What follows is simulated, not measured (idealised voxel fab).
Presented below is a process module, voxel air gaps.
Square cell edge 5 nm, section width 210 nm, ID cut.
For the purposes of this document, a cross-section shall be understood as a grid of square cells, specified as bands listed in top-to-bottom order, each band consisting of one or more rows of cells.
This entry defines a band. It first specifies the height of the band's top and the height of its bottom in nm, and then specifies the band's materials from left to right, stating each material with its width in nm. The word "full width" identifies a single material that fills the band from edge to edge, while the word "air" identifies empty space.
All heights in this document are referenced to 0, defined as the level beneath which the wafer, as received, consists entirely of one material. The lowest band is not bounded below; it extends indefinitely downward and is written in the form "0 and below".
Graded width ("30->40"): value in top row of band = first number; value in bottom row = second number; row-to-row change constant.
No cell of the cross-section changed in a step that is given as "stayed the same".
Closed-off voids of 8+ cells (no open route to the top) go in "Enclosed cavity list", written width x height at distance from the left edge, in nm.
Heads up: the bit after the settings on a step's line is the simulator's remark on that step.
On any step carrying a mask, the "overlay nm" setting, if present on the step's line, tells how far right of its planned place the mask lay; negative values point to the left.

# Intended process steps
1: RECEIVE: material Si
2: CONFORMAL_DEP: material SiO2, thk nm 10
3: CONFORMAL_DEP: material SiN, thk nm 5
4: DIRECTIONAL_DEP: material SiO2, thk nm 30
5: PATTERN: tone open, mask id LINES, material resist, width nm 20, pitch nm 45, thk nm 20, overlay nm 0
6: DIRECTIONAL_ETCH: etch materials SiO2, depth nm 30
7: STRIP: etch materials resist
8: CONFORMAL_DEP: material TiN, thk nm 5
9: FILL_DEP: material Cu, thk nm 10
10: CMP: height nm 45
11: EPI: material Ru, thk nm 10
12: SELECTIVE_ETCH: etch materials SiO2, depth nm 40
13: CONFORMAL_DEP: material SiCN, thk nm 5

# Below: the first of two wafers, run as planned

# So this is the incoming wafer in cross-section - it's already been through step 1
0 and below  Si full width
Enclosed cavity list: none

# Wafer section view after processing step 2
10 down to 0  SiO2 full width
Note: structure below 0 unchanged.

# Wafer section view after processing step 3
15 down to 10  SiN full width
Note: structure below 10 unchanged.

# Wafer section view after processing step 4
45 down to 15  SiO2 full width
Note: structure below 15 unchanged.

# Wafer section view after processing step 5
65 down to 45  25 resist / 20 air / 25 resist / 20 air / 25 resist / 20 air / 25 resist / 20 air / 30 resist
Note: structure below 45 unchanged.

# Wafer section view after processing step 6
65 down to 45  25 resist / 20 air / 25 resist / 20 air / 25 resist / 20 air / 25 resist / 20 air / 30 resist
45 down to 15  25 SiO2 / 20 air / 25 SiO2 / 20 air / 25 SiO2 / 20 air / 25 SiO2 / 20 air / 30 SiO2
Note: structure below 15 unchanged.

# Wafer section view after processing step 7
45 down to 15  25 SiO2 / 20 air / 25 SiO2 / 20 air / 25 SiO2 / 20 air / 25 SiO2 / 20 air / 30 SiO2
Note: structure below 15 unchanged.

# Wafer section view after processing step 8
50 down to 45  30 TiN / 10 air / 35 TiN / 10 air / 35 TiN / 10 air / 35 TiN / 10 air / 35 TiN
45 down to 20  25 SiO2 / 5 TiN / 10 air / 5 TiN / 25 SiO2 / 5 TiN / 10 air / 5 TiN / 25 SiO2 / 5 TiN / 10 air / 5 TiN / 25 SiO2 / 5 TiN / 10 air / 5 TiN / 30 SiO2
20 down to 15  25 SiO2 / 20 TiN / 25 SiO2 / 20 TiN / 25 SiO2 / 20 TiN / 25 SiO2 / 20 TiN / 30 SiO2
Note: structure below 15 unchanged.

# Wafer section view after processing step 9
60 down to 50  Cu full width
50 down to 45  30 TiN / 10 Cu / 35 TiN / 10 Cu / 35 TiN / 10 Cu / 35 TiN / 10 Cu / 35 TiN
45 down to 20  25 SiO2 / 5 TiN / 10 Cu / 5 TiN / 25 SiO2 / 5 TiN / 10 Cu / 5 TiN / 25 SiO2 / 5 TiN / 10 Cu / 5 TiN / 25 SiO2 / 5 TiN / 10 Cu / 5 TiN / 30 SiO2
Note: structure below 20 unchanged.

# Wafer section view after processing step 10
45 down to 20  25 SiO2 / 5 TiN / 10 Cu / 5 TiN / 25 SiO2 / 5 TiN / 10 Cu / 5 TiN / 25 SiO2 / 5 TiN / 10 Cu / 5 TiN / 25 SiO2 / 5 TiN / 10 Cu / 5 TiN / 30 SiO2
Note: structure below 20 unchanged.

# Wafer section view after processing step 11
55 down to 45  15 air / 40 Ru / 5 air / 40 Ru / 5 air / 40 Ru / 5 air / 40 Ru / 20 air
Note: structure below 45 unchanged.

# Wafer section view after processing step 12
55 down to 45  15 air / 40 Ru / 5 air / 40 Ru / 5 air / 40 Ru / 5 air / 40 Ru / 20 air
45 down to 20  25 air / 5 TiN / 10 Cu / 5 TiN / 25 air / 5 TiN / 10 Cu / 5 TiN / 25 air / 5 TiN / 10 Cu / 5 TiN / 25 air / 5 TiN / 10 Cu / 5 TiN / 30 air
20 down to 15  25 air / 20 TiN / 25 air / 20 TiN / 25 air / 20 TiN / 25 air / 20 TiN / 30 air
Note: structure below 15 unchanged.

# Wafer section view after processing step 13
60 down to 55  10 air / 185 SiCN / 15 air
55 down to 45  10 air / 5 SiCN / 40 Ru / 5 SiCN / 40 Ru / 5 SiCN / 40 Ru / 5 SiCN / 40 Ru / 5 SiCN / 15 air
45 down to 40  10 air / 15 SiCN / 5 TiN / 10 Cu / 5 TiN / 25 SiCN / 5 TiN / 10 Cu / 5 TiN / 25 SiCN / 5 TiN / 10 Cu / 5 TiN / 25 SiCN / 5 TiN / 10 Cu / 5 TiN / 15 SiCN / 15 air
40 down to 20  20 air / 5 SiCN / 5 TiN / 10 Cu / 5 TiN / 5 SiCN / 15 air / 5 SiCN / 5 TiN / 10 Cu / 5 TiN / 5 SiCN / 15 air / 5 SiCN / 5 TiN / 10 Cu / 5 TiN / 5 SiCN / 15 air / 5 SiCN / 5 TiN / 10 Cu / 5 TiN / 5 SiCN / 25 air
20 down to 15  25 SiCN / 20 TiN / 25 SiCN / 20 TiN / 25 SiCN / 20 TiN / 25 SiCN / 20 TiN / 30 SiCN
Note: structure below 15 unchanged.
Enclosed cavity list: 15 x 20 at 50; 15 x 20 at 95; 15 x 20 at 140

# Second of two: same start, same plan, one run error; steps up to and including 4 match the first

# Second wafer profile in section, at the moment step 5 of the plan was meant to be complete
65 down to 45  30 resist / 15 air / 30 resist / 15 air / 30 resist / 15 air / 30 resist / 15 air / 30 resist
Note: structure below 45 unchanged.

# Second wafer profile in section, at the moment step 6 of the plan was meant to be complete
65 down to 45  30 resist / 15 air / 30 resist / 15 air / 30 resist / 15 air / 30 resist / 15 air / 30 resist
45 down to 15  30 SiO2 / 15 air / 30 SiO2 / 15 air / 30 SiO2 / 15 air / 30 SiO2 / 15 air / 30 SiO2
Note: structure below 15 unchanged.

# Second wafer profile in section, at the moment step 7 of the plan was meant to be complete
45 down to 15  30 SiO2 / 15 air / 30 SiO2 / 15 air / 30 SiO2 / 15 air / 30 SiO2 / 15 air / 30 SiO2
Note: structure below 15 unchanged.

# Second wafer profile in section, at the moment step 8 of the plan was meant to be complete
50 down to 45  35 TiN / 5 air / 40 TiN / 5 air / 40 TiN / 5 air / 40 TiN / 5 air / 35 TiN
45 down to 20  30 SiO2 / 5 TiN / 5 air / 5 TiN / 30 SiO2 / 5 TiN / 5 air / 5 TiN / 30 SiO2 / 5 TiN / 5 air / 5 TiN / 30 SiO2 / 5 TiN / 5 air / 5 TiN / 30 SiO2
20 down to 15  30 SiO2 / 15 TiN / 30 SiO2 / 15 TiN / 30 SiO2 / 15 TiN / 30 SiO2 / 15 TiN / 30 SiO2
Note: structure below 15 unchanged.

# Second wafer profile in section, at the moment step 9 of the plan was meant to be complete
60 down to 50  Cu full width
50 down to 45  35 TiN / 5 Cu / 40 TiN / 5 Cu / 40 TiN / 5 Cu / 40 TiN / 5 Cu / 35 TiN
45 down to 20  30 SiO2 / 5 TiN / 5 Cu / 5 TiN / 30 SiO2 / 5 TiN / 5 Cu / 5 TiN / 30 SiO2 / 5 TiN / 5 Cu / 5 TiN / 30 SiO2 / 5 TiN / 5 Cu / 5 TiN / 30 SiO2
Note: structure below 20 unchanged.

# Second wafer profile in section, at the moment step 10 of the plan was meant to be complete
45 down to 20  30 SiO2 / 5 TiN / 5 Cu / 5 TiN / 30 SiO2 / 5 TiN / 5 Cu / 5 TiN / 30 SiO2 / 5 TiN / 5 Cu / 5 TiN / 30 SiO2 / 5 TiN / 5 Cu / 5 TiN / 30 SiO2
Note: structure below 20 unchanged.

# Second wafer profile in section, at the moment step 11 of the plan was meant to be complete
55 down to 45  20 air / 35 Ru / 10 air / 35 Ru / 10 air / 35 Ru / 10 air / 35 Ru / 20 air
Note: structure below 45 unchanged.

# Second wafer profile in section, at the moment step 12 of the plan was meant to be complete
55 down to 45  20 air / 35 Ru / 10 air / 35 Ru / 10 air / 35 Ru / 10 air / 35 Ru / 20 air
45 down to 20  30 air / 5 TiN / 5 Cu / 5 TiN / 30 air / 5 TiN / 5 Cu / 5 TiN / 30 air / 5 TiN / 5 Cu / 5 TiN / 30 air / 5 TiN / 5 Cu / 5 TiN / 30 air
20 down to 15  30 air / 15 TiN / 30 air / 15 TiN / 30 air / 15 TiN / 30 air / 15 TiN / 30 air
Note: structure below 15 unchanged.

# Second wafer profile in section, at the moment step 13 of the plan was meant to be complete
60 down to 55  15 air / 180 SiCN / 15 air
55 down to 45  15 air / 5 SiCN / 35 Ru / 10 SiCN / 35 Ru / 10 SiCN / 35 Ru / 10 SiCN / 35 Ru / 5 SiCN / 15 air
45 down to 40  15 air / 15 SiCN / 5 TiN / 5 Cu / 5 TiN / 30 SiCN / 5 TiN / 5 Cu / 5 TiN / 30 SiCN / 5 TiN / 5 Cu / 5 TiN / 30 SiCN / 5 TiN / 5 Cu / 5 TiN / 15 SiCN / 15 air
40 down to 20  25 air / 5 SiCN / 5 TiN / 5 Cu / 5 TiN / 5 SiCN / 20 air / 5 SiCN / 5 TiN / 5 Cu / 5 TiN / 5 SiCN / 20 air / 5 SiCN / 5 TiN / 5 Cu / 5 TiN / 5 SiCN / 20 air / 5 SiCN / 5 TiN / 5 Cu / 5 TiN / 5 SiCN / 25 air
20 down to 15  30 SiCN / 15 TiN / 30 SiCN / 15 TiN / 30 SiCN / 15 TiN / 30 SiCN / 15 TiN / 30 SiCN
Note: structure below 15 unchanged.
Enclosed cavity list: 20 x 20 at 50; 20 x 20 at 95; 20 x 20 at 140
What broke from the plan during processing? step 5, actual vs plan mismatch, actual run PATTERN: tone open, mask id LINES, material resist, width nm 15, pitch nm 45, thk nm 20, overlay nm 0
Final tally in cells, some materials are higher or lower on the second wafer than on the first: Cu: 20 fewer, Ru: 8 fewer, SiCN: 12 more, TiN: 4 fewer
